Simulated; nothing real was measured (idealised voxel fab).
Presented below is a process module, voxel capacitor over wiring.
This is section cut - it's 200 nm across, gridded in 5 nm square cells.
Bands, listed from the top down, are how a cross-section gets written in this document; the cross-section itself is a grid of square cells, and a band is one or more rows of them. Quick guide to a band line: top height, bottom height (nm) up front; then every material left to right with its width in nm. Only one material and it's marked "full width"? Then it fills the band edge to edge. And "blank" just means empty space. We count height from 0. Below that, the starting wafer is all one material. The lowest band never ends at the bottom but goes on down; see "top 0, no bottom" for how that is written. The expression "30->40" gives the width at the extremes of the band, the first number at its top row of cells and the second at its bottom row, with the width changing by equal amounts from each row to the next in between. The designation "same as before", where it is given for a processing step, indicates that no cell of the cross-section was altered in the course of that step. Voids not open to the top, 8 cells minimum: see "Sealed-off cavities". Written width x height at distance; distance is from the left edge; nm. Step line, after settings: the simulator's comment on this step. "overlay nm" denotes, for a step that has a mask, the displacement of the mask to the right of its planned place, with negative values corresponding to the left.
## Here's what the planned process steps look like
1 op RECEIVE | material Si
2 op CONFORMAL_DEP | material SiO2 | thk nm 15
3 op DIRECTIONAL_DEP | material TiN | thk nm 5
4 op DIRECTIONAL_DEP | material Ru | thk nm 20
5 op MASKED_ETCH | tone cover | mask id METAL_1 | width nm 20 | pitch nm 90 | etch materials Ru | depth nm 20 | overlay nm 0
6 op MASKED_ETCH | tone cover | mask id METAL_1 | width nm 20 | pitch nm 90 | etch materials TiN | depth nm 5 | overlay nm 0
7 op FILL_DEP | material SiO2 | thk nm 10
8 op CMP | height nm 40
9 op CONFORMAL_DEP | material SiCN | thk nm 5
10 op DIRECTIONAL_DEP | material lowk | thk nm 15
11 op MASKED_ETCH | tone open | mask id PLUG_1 | width nm 15 | etch materials lowk | depth nm 15 | overlay nm 0
12 op MASKED_ETCH | tone open | mask id PLUG_1 | width nm 15 | etch materials SiCN | depth nm 5 | overlay nm 0
13 op EPI | material Ru | thk nm 10
14 op EPI | material Ru | thk nm 10
15 op DIRECTIONAL_DEP | material TiN | thk nm 10
16 op DIRECTIONAL_DEP | material SiN | thk nm 5
17 op DIRECTIONAL_DEP | material TiN | thk nm 10
18 op DIRECTIONAL_DEP | material aC | thk nm 15
19 op PATTERN | tone cover | mask id UPPER_PLATE | material resist | width nm 75 | thk nm 30 | overlay nm 0
20 op DIRECTIONAL_ETCH | etch materials aC | depth nm 15
21 op STRIP | etch materials resist
22 op DIRECTIONAL_ETCH | etch materials TiN | depth nm 10
23 op DIRECTIONAL_ETCH | etch materials SiN | depth nm 5
24 op STRIP | etch materials aC
25 op MASKED_ETCH | tone cover | mask id LOWER_PLATE | width nm 85 | etch materials TiN | depth nm 10 | overlay nm 0
26 op FILL_DEP | material SiO2 | thk nm 20
27 op CMP | height nm 100
28 op PATTERN | tone open | mask id PLUG_2 | material resist | width nm 15 | thk nm 15 | overlay nm 0
29 op DIRECTIONAL_ETCH | etch materials SiO2 | depth nm 15
30 op STRIP | etch materials resist
31 op CONFORMAL_DEP | material TiN | thk nm 5
32 op FILL_DEP | material W | thk nm 10
33 op CMP | height nm 100
34 op CONFORMAL_DEP | material SiCN | thk nm 5
## First of the two wafers, run per plan
## Wafer cross-section on receipt, i.e. after step 1
- top 0, no bottom | Si full width
- Sealed-off cavities: none
## Step 2 complete: cross-section through the wafer
- top 15, bottom 0 | SiO2 full width
- Note: structure below 0 unchanged.
## Step 3 complete: cross-section through the wafer
- top 20, bottom 15 | TiN full width
- Note: structure below 15 unchanged.
## Step 4 complete: cross-section through the wafer
- top 40, bottom 20 | Ru full width
- Note: structure below 20 unchanged.
## Step 5 complete: cross-section through the wafer
- top 40, bottom 20 | 45 nm blank / 20 nm Ru / 70 nm blank / 20 nm Ru / 45 nm blank
- Note: structure below 20 unchanged.
## Step 6 complete: cross-section through the wafer
- top 40, bottom 20 | 45 nm blank / 20 nm Ru / 70 nm blank / 20 nm Ru / 45 nm blank
- top 20, bottom 15 | 45 nm blank / 20 nm TiN / 70 nm blank / 20 nm TiN / 45 nm blank
- Note: structure below 15 unchanged.
## Step 7 complete: cross-section through the wafer
- top 50, bottom 40 | SiO2 full width
- top 40, bottom 20 | 45 nm SiO2 / 20 nm Ru / 70 nm SiO2 / 20 nm Ru / 45 nm SiO2
- top 20, bottom 15 | 45 nm SiO2 / 20 nm TiN / 70 nm SiO2 / 20 nm TiN / 45 nm SiO2
- Note: structure below 15 unchanged.
## Step 8 complete: cross-section through the wafer
- top 40, bottom 20 | 45 nm SiO2 / 20 nm Ru / 70 nm SiO2 / 20 nm Ru / 45 nm SiO2
- Note: structure below 20 unchanged.
## Step 9 complete: cross-section through the wafer
- top 45, bottom 40 | SiCN full width
- Note: structure below 40 unchanged.
## Step 10 complete: cross-section through the wafer
- top 60, bottom 45 | lowk full width
- Note: structure below 45 unchanged.
## Step 11 complete: cross-section through the wafer
- top 60, bottom 45 | 50 nm lowk / 15 nm blank / 135 nm lowk
- Note: structure below 45 unchanged.
## Step 12 complete: cross-section through the wafer
- top 60, bottom 45 | 50 nm lowk / 15 nm blank / 135 nm lowk
- top 45, bottom 40 | 50 nm SiCN / 15 nm blank / 135 nm SiCN
- Note: structure below 40 unchanged.
## Step 13 complete: cross-section through the wafer
- top 60, bottom 50 | 50 nm lowk / 15 nm blank / 135 nm lowk
- top 50, bottom 45 | 50 nm lowk / 15 nm Ru / 135 nm lowk
- top 45, bottom 40 | 50 nm SiCN / 15 nm Ru / 135 nm SiCN
- Note: structure below 40 unchanged.
## Step 14 complete: cross-section through the wafer
- top 60, bottom 45 | 50 nm lowk / 15 nm Ru / 135 nm lowk
- Note: structure below 45 unchanged.
## Step 15 complete: cross-section through the wafer
- top 70, bottom 60 | TiN full width
- Note: structure below 60 unchanged.
## Step 16 complete: cross-section through the wafer
- top 75, bottom 70 | SiN full width
- Note: structure below 70 unchanged.
## Step 17 complete: cross-section through the wafer
- top 85, bottom 75 | TiN full width
- Note: structure below 75 unchanged.
## Step 18 complete: cross-section through the wafer
- top 100, bottom 85 | aC full width
- Note: structure below 85 unchanged.
## Step 19 complete: cross-section through the wafer
- top 130, bottom 100 | 50 nm blank / 75 nm resist / 75 nm blank
- Note: structure below 100 unchanged.
## Step 20 complete: cross-section through the wafer
- top 115, bottom 100 | 50 nm blank / 75 nm resist / 75 nm blank
- top 100, bottom 85 | 50 nm blank / 75 nm aC / 75 nm blank
- Note: structure below 85 unchanged.
## Step 21 complete: cross-section through the wafer
- top 100, bottom 85 | 50 nm blank / 75 nm aC / 75 nm blank
- Note: structure below 85 unchanged.
## Step 22 complete: cross-section through the wafer
- top 100, bottom 85 | 50 nm blank / 75 nm aC / 75 nm blank
- top 85, bottom 75 | 50 nm blank / 75 nm TiN / 75 nm blank
- Note: structure below 75 unchanged.
## Step 23 complete: cross-section through the wafer
- top 100, bottom 85 | 50 nm blank / 75 nm aC / 75 nm blank
- top 85, bottom 75 | 50 nm blank / 75 nm TiN / 75 nm blank
- top 75, bottom 70 | 50 nm blank / 75 nm SiN / 75 nm blank
- Note: structure below 70 unchanged.
## Step 24 complete: cross-section through the wafer
- top 85, bottom 75 | 50 nm blank / 75 nm TiN / 75 nm blank
- Note: structure below 75 unchanged.
## Step 25 complete: cross-section through the wafer
- top 85, bottom 75 | 50 nm blank / 75 nm TiN / 75 nm blank
- top 75, bottom 70 | 50 nm blank / 75 nm SiN / 75 nm blank
- top 70, bottom 60 | 45 nm blank / 85 nm TiN / 70 nm blank
- Note: structure below 60 unchanged.
## Step 26 complete: cross-section through the wafer
- top 105, bottom 85 | SiO2 full width
- top 85, bottom 75 | 50 nm SiO2 / 75 nm TiN / 75 nm SiO2
- top 75, bottom 70 | 50 nm SiO2 / 75 nm SiN / 75 nm SiO2
- top 70, bottom 60 | 45 nm SiO2 / 85 nm TiN / 70 nm SiO2
- Note: structure below 60 unchanged.
## Step 27 complete: cross-section through the wafer
- top 100, bottom 85 | SiO2 full width
- Note: structure below 85 unchanged.
## Step 28 complete: cross-section through the wafer
- top 115, bottom 100 | 60 nm resist / 15 nm blank / 125 nm resist
- Note: structure below 100 unchanged.
## Step 29 complete: cross-section through the wafer
- top 115, bottom 100 | 60 nm resist / 15 nm blank / 125 nm resist
- top 100, bottom 85 | 60 nm SiO2 / 15 nm blank / 125 nm SiO2
- Note: structure below 85 unchanged.
## Step 30 complete: cross-section through the wafer
- top 100, bottom 85 | 60 nm SiO2 / 15 nm blank / 125 nm SiO2
- Note: structure below 85 unchanged.
## Step 31 complete: cross-section through the wafer
- top 105, bottom 100 | 65 nm TiN / 5 nm blank / 130 nm TiN
- top 100, bottom 90 | 60 nm SiO2 / 5 nm TiN / 5 nm blank / 5 nm TiN / 125 nm SiO2
- top 90, bottom 85 | 60 nm SiO2 / 15 nm TiN / 125 nm SiO2
- Note: structure below 85 unchanged.
## Step 32 complete: cross-section through the wafer
- top 115, bottom 105 | W full width
- top 105, bottom 100 | 65 nm TiN / 5 nm W / 130 nm TiN
- top 100, bottom 90 | 60 nm SiO2 / 5 nm TiN / 5 nm W / 5 nm TiN / 125 nm SiO2
- Note: structure below 90 unchanged.
## Step 33 complete: cross-section through the wafer
- top 100, bottom 90 | 60 nm SiO2 / 5 nm TiN / 5 nm W / 5 nm TiN / 125 nm SiO2
- Note: structure below 90 unchanged.
## Step 34 complete: cross-section through the wafer
- top 105, bottom 100 | SiCN full width
- Note: structure below 100 unchanged.
## Here the second wafer is described. Its start and its plan were those of the first wafer. Its run contained one mistake. Up to and including step 4, it did exactly what the first wafer did
## Look at the second wafer in cross-section at the time step 5 ought to have finished
- top 40, bottom 20 | 40 nm blank / 20 nm Ru / 70 nm blank / 20 nm Ru / 50 nm blank
- Note: structure below 20 unchanged.
## Look at the second wafer in cross-section at the time step 6 ought to have finished
- top 40, bottom 20 | 40 nm blank / 20 nm Ru / 70 nm blank / 20 nm Ru / 50 nm blank
- top 20, bottom 15 | 40 nm blank / 25 nm TiN / 65 nm blank / 25 nm TiN / 45 nm blank
- Note: structure below 15 unchanged.
## Look at the second wafer in cross-section at the time step 7 ought to have finished
- top 50, bottom 40 | SiO2 full width
- top 40, bottom 20 | 40 nm SiO2 / 20 nm Ru / 70 nm SiO2 / 20 nm Ru / 50 nm SiO2
- top 20, bottom 15 | 40 nm SiO2 / 25 nm TiN / 65 nm SiO2 / 25 nm TiN / 45 nm SiO2
- Note: structure below 15 unchanged.
## Look at the second wafer in cross-section at the time step 8 ought to have finished
- top 40, bottom 20 | 40 nm SiO2 / 20 nm Ru / 70 nm SiO2 / 20 nm Ru / 50 nm SiO2
- Note: structure below 20 unchanged.
## Look at the second wafer in cross-section at the time step 9 ought to have finished
- top 45, bottom 40 | SiCN full width
- Note: structure below 40 unchanged.
## Look at the second wafer in cross-section at the time step 10 ought to have finished
- top 60, bottom 45 | lowk full width
- Note: structure below 45 unchanged.
## Look at the second wafer in cross-section at the time step 11 ought to have finished
- top 60, bottom 45 | 50 nm lowk / 15 nm blank / 135 nm lowk
- Note: structure below 45 unchanged.
## Look at the second wafer in cross-section at the time step 12 ought to have finished
- top 60, bottom 45 | 50 nm lowk / 15 nm blank / 135 nm lowk
- top 45, bottom 40 | 50 nm SiCN / 15 nm blank / 135 nm SiCN
- Note: structure below 40 unchanged.
## Look at the second wafer in cross-section at the time step 13 ought to have finished
- top 60, bottom 50 | 50 nm lowk / 15 nm blank / 135 nm lowk
- top 50, bottom 45 | 50 nm lowk / 15 nm Ru / 135 nm lowk
- top 45, bottom 40 | 50 nm SiCN / 15 nm Ru / 135 nm SiCN
- Note: structure below 40 unchanged.
## Look at the second wafer in cross-section at the time step 14 ought to have finished
- top 60, bottom 45 | 50 nm lowk / 15 nm Ru / 135 nm lowk
- Note: structure below 45 unchanged.
## Look at the second wafer in cross-section at the time step 15 ought to have finished
- top 70, bottom 60 | TiN full width
- Note: structure below 60 unchanged.
## Look at the second wafer in cross-section at the time step 16 ought to have finished
- top 75, bottom 70 | SiN full width
- Note: structure below 70 unchanged.
## Look at the second wafer in cross-section at the time step 17 ought to have finished
- top 85, bottom 75 | TiN full width
- Note: structure below 75 unchanged.
## Look at the second wafer in cross-section at the time step 18 ought to have finished
- top 100, bottom 85 | aC full width
- Note: structure below 85 unchanged.
## Look at the second wafer in cross-section at the time step 19 ought to have finished
- top 130, bottom 100 | 50 nm blank / 75 nm resist / 75 nm blank
- Note: structure below 100 unchanged.
## Look at the second wafer in cross-section at the time step 20 ought to have finished
- top 115, bottom 100 | 50 nm blank / 75 nm resist / 75 nm blank
- top 100, bottom 85 | 50 nm blank / 75 nm aC / 75 nm blank
- Note: structure below 85 unchanged.
## Look at the second wafer in cross-section at the time step 21 ought to have finished
- top 100, bottom 85 | 50 nm blank / 75 nm aC / 75 nm blank
- Note: structure below 85 unchanged.
## Look at the second wafer in cross-section at the time step 22 ought to have finished
- top 100, bottom 85 | 50 nm blank / 75 nm aC / 75 nm blank
- top 85, bottom 75 | 50 nm blank / 75 nm TiN / 75 nm blank
- Note: structure below 75 unchanged.
## Look at the second wafer in cross-section at the time step 23 ought to have finished
- top 100, bottom 85 | 50 nm blank / 75 nm aC / 75 nm blank
- top 85, bottom 75 | 50 nm blank / 75 nm TiN / 75 nm blank
- top 75, bottom 70 | 50 nm blank / 75 nm SiN / 75 nm blank
- Note: structure below 70 unchanged.
## Look at the second wafer in cross-section at the time step 24 ought to have finished
- top 85, bottom 75 | 50 nm blank / 75 nm TiN / 75 nm blank
- Note: structure below 75 unchanged.
## Look at the second wafer in cross-section at the time step 25 ought to have finished
- top 85, bottom 75 | 50 nm blank / 75 nm TiN / 75 nm blank
- top 75, bottom 70 | 50 nm blank / 75 nm SiN / 75 nm blank
- top 70, bottom 60 | 45 nm blank / 85 nm TiN / 70 nm blank
- Note: structure below 60 unchanged.
## Look at the second wafer in cross-section at the time step 26 ought to have finished
- top 105, bottom 85 | SiO2 full width
- top 85, bottom 75 | 50 nm SiO2 / 75 nm TiN / 75 nm SiO2
- top 75, bottom 70 | 50 nm SiO2 / 75 nm SiN / 75 nm SiO2
- top 70, bottom 60 | 45 nm SiO2 / 85 nm TiN / 70 nm SiO2
- Note: structure below 60 unchanged.
## Look at the second wafer in cross-section at the time step 27 ought to have finished
- top 100, bottom 85 | SiO2 full width
- Note: structure below 85 unchanged.
## Look at the second wafer in cross-section at the time step 28 ought to have finished
- top 115, bottom 100 | 60 nm resist / 15 nm blank / 125 nm resist
- Note: structure below 100 unchanged.
## Look at the second wafer in cross-section at the time step 29 ought to have finished
- top 115, bottom 100 | 60 nm resist / 15 nm blank / 125 nm resist
- top 100, bottom 85 | 60 nm SiO2 / 15 nm blank / 125 nm SiO2
- Note: structure below 85 unchanged.
## Look at the second wafer in cross-section at the time step 30 ought to have finished
- top 100, bottom 85 | 60 nm SiO2 / 15 nm blank / 125 nm SiO2
- Note: structure below 85 unchanged.
## Look at the second wafer in cross-section at the time step 31 ought to have finished
- top 105, bottom 100 | 65 nm TiN / 5 nm blank / 130 nm TiN
- top 100, bottom 90 | 60 nm SiO2 / 5 nm TiN / 5 nm blank / 5 nm TiN / 125 nm SiO2
- top 90, bottom 85 | 60 nm SiO2 / 15 nm TiN / 125 nm SiO2
- Note: structure below 85 unchanged.
## Look at the second wafer in cross-section at the time step 32 ought to have finished
- top 115, bottom 105 | W full width
- top 105, bottom 100 | 65 nm TiN / 5 nm W / 130 nm TiN
- top 100, bottom 90 | 60 nm SiO2 / 5 nm TiN / 5 nm W / 5 nm TiN / 125 nm SiO2
- Note: structure below 90 unchanged.
## Look at the second wafer in cross-section at the time step 33 ought to have finished
- top 100, bottom 90 | 60 nm SiO2 / 5 nm TiN / 5 nm W / 5 nm TiN / 125 nm SiO2
- Note: structure below 90 unchanged.
## Look at the second wafer in cross-section at the time step 34 ought to have finished
- top 105, bottom 100 | SiCN full width
- Note: structure below 100 unchanged.
Which mistake was made when the wafer was run? rather than as planned, step 5 actually ran as op MASKED_ETCH | tone cover | mask id METAL_1 | width nm 20 | pitch nm 90 | etch materials Ru | depth nm 20 | overlay nm -5
Once processing is complete, comparing cell counts shows that the second wafer has more or fewer of certain materials than the first: -2 SiO2, +2 TiN
